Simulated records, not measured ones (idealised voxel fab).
Process module, titled voxel ribs on slabs
The width of the displayed cross-section, cut, is 295 nm; its cells are square, with a size of 5 nm.
Cross-section spec: square-cell grid; bands listed top down; each band is one or more rows.
For a band, the entry starts with two heights in nm, that of the top and then that of the bottom, and carries on with the band's materials in order from left to right, each alongside its width in nm; the word "everywhere" beside a single material means it fills the band edge to edge, and "blank" means empty space.
The reference from which all heights are counted is 0, the level beneath which the as-received wafer is entirely one material; the lowest band, having no lower bound, proceeds downward and is written after the example "z 0 and below".
You'd read "30->40" like this: the band's top row of cells is as wide as the first number, its bottom row is as wide as the second, and going down, every row changes width by the same amount as the row before did.
"nothing changed" after a step means that no cell of the cross-section changed.
Heads up: "Closed internal voids" only lists the empty pockets with no open path to the top that are 8 cells or more, and it writes them as width x height at distance, distance from the left edge, in nm.
On each step's line, the part that comes after the settings is the simulator's own comment on the step.
overlay nm: how far to the right of its planned place the mask lay on this masked step (negative: to the left).

# The process steps that were planned are listed below
1. RECEIVE with material Si
2. DIRECTIONAL_DEP with material SiO2, thk nm 20
3. DIRECTIONAL_DEP with material SiN, thk nm 15
4. PATTERN with tone cover, mask id RIB, material resist, width nm 25, thk nm 15, overlay nm 0
5. DIRECTIONAL_ETCH with etch materials SiN, depth nm 10
6. STRIP with etch materials resist
7. PATTERN with tone cover, mask id SLAB, material resist, width nm 65, thk nm 15, overlay nm 0
8. DIRECTIONAL_ETCH with etch materials SiN, depth nm 5
9. STRIP with etch materials resist
10. FILL_DEP with material SiO2, thk nm 15
11. CMP with height nm 45
12. DIRECTIONAL_DEP with material TiN, thk nm 10
13. MASKED_ETCH with tone cover, mask id HEATER, width nm 35, etch materials TiN, depth nm 10, overlay nm 0
14. CONFORMAL_DEP with material SiN, thk nm 10

# Shown in cross-section is the wafer as received, that is, as it stands after step 1
* z 0 and below | Si everywhere
* Closed internal voids: none

# The following cross-section depicts the wafer upon conclusion of the module. Processing commenced from the starting condition illustrated above and adhered to the plan illustrated above, save for one mistake in execution
* z 65 to 55 | blank: 120 | SiN: 55 | blank: 120
* z 55 to 45 | SiN: 130 | TiN: 35 | SiN: 130
* z 45 to 40 | SiO2: 115 | SiN: 65 | SiO2: 115
* z 40 to 0 | SiO2 everywhere
* z 0 and below | Si everywhere
* Closed internal voids: none
Misprocessing identified: twice over, step 2 of the plan was run
